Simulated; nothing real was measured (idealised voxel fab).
Process module heading - voxel transistor to metal
Cross-section cut: width 280 nm, square cells of 5 nm.
Just so we're on the same page, the cross-sections are grids of square cells, and they're listed out in bands top to bottom, each band one or more rows deep.
Per band: top height and bottom height in nm, followed by the left-to-right materials and their widths in nm; "edge to edge" marks a single material spanning edge to edge, "air" marks empty space.
The level at which height equals 0 is the one under which the wafer, as it arrives, is entirely one material. No lower edge exists for the bottom band, which continues downward and is notated as in "0 down".
A width such as "30 to 40" changes by the same amount from each row of cells to the next, from the band's top row to its bottom row.
No cell of the cross-section changed in a step that is given as "stayed the same".
Empty spaces counting at least 8 cells and having no open way to the top are listed in "Non-vented voids". The notation width x height at distance is used for each, the distance being from the left edge and all three values in nm.
That trailing text on a step's line, after the settings, is the simulator's own remark on the step.
overlay nm: where the mask lay relative to plan, measured to the right, on steps with a mask; negatives go left.

## Process steps - plan
1 RECEIVE, material Si
2 OXIDIZE, depth nm 5
3 CONFORMAL_DEP, material SiN, thk nm 10
4 MASKED_ETCH, tone cover, mask id ACTIVE, width nm 110, pitch nm 140, etch materials SiN, depth nm 10, overlay nm 0
5 MASKED_ETCH, tone cover, mask id ACTIVE, width nm 110, pitch nm 140, etch materials SiO2, depth nm 5, overlay nm 0
6 MASKED_ETCH, tone cover, mask id ACTIVE, width nm 110, pitch nm 140, etch materials Si, depth nm 25, overlay nm 0
7 FILL_DEP, material SiO2, thk nm 15
8 CMP, height nm 10
9 SELECTIVE_ETCH, etch materials SiO2, depth nm 5
10 STRIP, etch materials SiN
11 SELECTIVE_ETCH, etch materials SiO2, depth nm 5
12 OXIDIZE, depth nm 5
13 DIRECTIONAL_DEP, material polySi, thk nm 20
14 DIRECTIONAL_DEP, material SiCN, thk nm 15
15 DIRECTIONAL_DEP, material aC, thk nm 10
16 PATTERN, tone cover, mask id GATE, material resist, width nm 30, pitch nm 140, thk nm 30, overlay nm 0
17 DIRECTIONAL_ETCH, etch materials aC, depth nm 10
18 STRIP, etch materials resist
19 DIRECTIONAL_ETCH, etch materials SiCN, depth nm 25
20 DIRECTIONAL_ETCH, etch materials polySi, depth nm 30
21 STRIP, etch materials aC
22 CONFORMAL_DEP, material SiN, thk nm 10
23 DIRECTIONAL_ETCH, etch materials SiN, depth nm 10
24 DIRECTIONAL_ETCH, etch materials SiO2, depth nm 5
25 DIRECTIONAL_ETCH, etch materials Si, depth nm 5
26 EPI, material pSi, thk nm 5
27 FILL_DEP, material SiO2, thk nm 5
28 CMP, height nm 15
29 STRIP, etch materials polySi
30 SELECTIVE_ETCH, etch materials SiO2, depth nm 5
31 CONFORMAL_DEP, material HfO2, thk nm 5
32 CONFORMAL_DEP, material TiN, thk nm 5
33 FILL_DEP, material W, thk nm 5
34 CMP, height nm 10
35 DIRECTIONAL_DEP, material SiO2, thk nm 15
36 DIRECTIONAL_DEP, material aC, thk nm 10
37 PATTERN, tone open, mask id CONTACT, material resist, width nm 20, thk nm 25, overlay nm 0
38 DIRECTIONAL_ETCH, etch materials aC, depth nm 10
39 STRIP, etch materials resist
40 DIRECTIONAL_ETCH, etch materials SiO2, depth nm 35
41 STRIP, etch materials aC
42 CONFORMAL_DEP, material TiN, thk nm 5
43 FILL_DEP, material W, thk nm 10
44 CMP, height nm 15
45 CONFORMAL_DEP, material SiN, thk nm 5
46 DIRECTIONAL_DEP, material SiO2, thk nm 20
47 DIRECTIONAL_DEP, material aC, thk nm 15
48 PATTERN, tone open, mask id METAL_1, material resist, width nm 20, thk nm 35, overlay nm 0
49 DIRECTIONAL_ETCH, etch materials aC, depth nm 15
50 STRIP, etch materials resist
51 DIRECTIONAL_ETCH, etch materials SiO2, depth nm 20
52 DIRECTIONAL_ETCH, etch materials SiN, depth nm 5
53 STRIP, etch materials aC
54 CONFORMAL_DEP, material TiN, thk nm 5
55 FILL_DEP, material Cu, thk nm 5
56 CMP, height nm 50
57 EPI, material Ru, thk nm 5
58 FILL_DEP, material SiCN, thk nm 5
59 DIRECTIONAL_DEP, material lowk, thk nm 30
60 MASKED_ETCH, tone open, mask id METAL_2_HOLES, width nm 15, pitch nm 140, etch materials lowk, depth nm 30, overlay nm 0
61 PATTERN, tone open, mask id METAL_2, material resist, width nm 20, pitch nm 140, thk nm 15, overlay nm 0
62 DIRECTIONAL_ETCH, etch materials lowk, depth nm 15
63 DIRECTIONAL_ETCH, etch materials SiCN, depth nm 5
64 STRIP, etch materials resist
65 CONFORMAL_DEP, material TiN, thk nm 5
66 FILL_DEP, material Cu, thk nm 5
67 CMP, height nm 90
68 CONFORMAL_DEP, material SiCN, thk nm 5
Across this set of wafers, the varied parameter is the height nm of step 44. Starting conditions are identical for every wafer, and the plan reports the value assigned to the first wafer.

## The as-received cross-section of the first of several wafers corresponds to the state after step 1
- 0 down: Si edge to edge
- Non-vented voids: none

## The following table contains a row per wafer, in which are reported, at the conclusion of the module, the cells of each material gained (+) or lost (-) since the wafer's receipt, with its closed voids given thereafter
height nm 15 | +112 Cu | +28 HfO2 | +56 Ru | -180 Si | +106 SiCN | +72 SiN | +320 SiO2 | +192 TiN | +36 W | +294 lowk | +28 pSi | Non-vented voids: none
height nm 20 | +56 Cu | +28 HfO2 | +56 Ru | -180 Si | +106 SiCN | +72 SiN | +360 SiO2 | +200 TiN | +44 W | +294 lowk | +28 pSi | Non-vented voids: none
height nm 25 | +48 Cu | +28 HfO2 | +24 Ru | -180 Si | +138 SiCN | +72 SiN | +400 SiO2 | +160 TiN | +52 W | +294 lowk | +28 pSi | Non-vented voids: none
height nm 30 | +40 Cu | +28 HfO2 | +24 Ru | -180 Si | +138 SiCN | +72 SiN | +360 SiO2 | +200 TiN | +60 W | +294 lowk | +28 pSi | Non-vented voids: none
height nm 35 | +32 Cu | +28 HfO2 | +24 Ru | -180 Si | +138 SiCN | +72 SiN | +320 SiO2 | +192 TiN | +116 W | +294 lowk | +28 pSi | Non-vented voids: none
height nm 40 | +24 Cu | +28 HfO2 | +24 Ru | -180 Si | +138 SiCN | +72 SiN | +280 SiO2 | +184 TiN | +172 W | +294 lowk | +28 pSi | Non-vented voids: none
